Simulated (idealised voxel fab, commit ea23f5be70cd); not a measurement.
The following is a process module called voxel fin reveal.
The figure presents cross-section cut, which has a width of 200 nm and is divided into square cells with an edge length of 5 nm.
In what follows, cross-sections appear as grids of square cells, described through bands that run from the top down, where every band is one or more rows of cells. Heights first: top, then bottom, in nm. Then materials, left to right, each with a width in nm. "full width" on a single material: fills the band edge to edge. "air": empty space. Heads up on the height convention: 0 is the point under which the incoming wafer is all one material, and the lowest band has no bottom, it just keeps going down, like "0 down". Think of "30 to 40" as a width that walks from the first number to the second as you go down the band, top row to bottom row, taking equal-sized steps from row to row. When a step is marked "everything unchanged", none of the cells in the cross-section changed during that step. The entry "Closed void roster" lists the empty spaces that cover at least 8 cells and have no open path to the top. Each is written as width x height at distance, where the distance is measured from the left edge and all three values are in nm. Post-settings text on a step line: simulator's own remark regarding the step. The optional step-line setting "overlay nm" applies to steps with a mask and quantifies how far to the right of its planned location the mask lay, a negative value indicating leftward placement.
**Steps in the process plan**
1 op RECEIVE | material Si
2 op CONFORMAL_DEP | material SiN | thk nm 5
3 op MASKED_ETCH | tone cover | mask id FINS | width nm 15 | pitch nm 40 | etch materials SiN | depth nm 5 | overlay nm 0
4 op MASKED_ETCH | tone cover | mask id FINS | width nm 15 | pitch nm 40 | etch materials Si | depth nm 40 | overlay nm 0
5 op OXIDIZE | depth nm 5
6 op FILL_DEP | material SiO2 | thk nm 5
7 op CMP | height nm 5
8 op SELECTIVE_ETCH | etch materials SiO2 | depth nm 20
9 op STRIP | etch materials SiN
**So this is the incoming wafer in cross-section - it's already been through step 1**
> 0 down: Si full width
> Closed void roster: none
**This is how the wafer looks in cross-section once the module is done, given the starting state and plan above and one mistake in carrying the plan out**
> 0 to -5: 50 of air, 5 of Si, 35 of air, 5 of Si, 35 of air, 5 of Si, 65 of air
> -5 to -15: 50 of air, 10 of Si, 30 of air, 10 of Si, 30 of air, 10 of Si, 60 of air
> -15 to -45: 50 of SiO2, 10 of Si, 30 of SiO2, 10 of Si, 30 of SiO2, 10 of Si, 60 of SiO2
> -45 down: Si full width
> Closed void roster: none
Nonconformance to the process plan: so step 3 ended up running with a different setting than we planned, it ran as op MASKED_ETCH | tone cover | mask id FINS | width nm 15 | pitch nm 40 | etch materials SiN | depth nm 5 | overlay nm -5
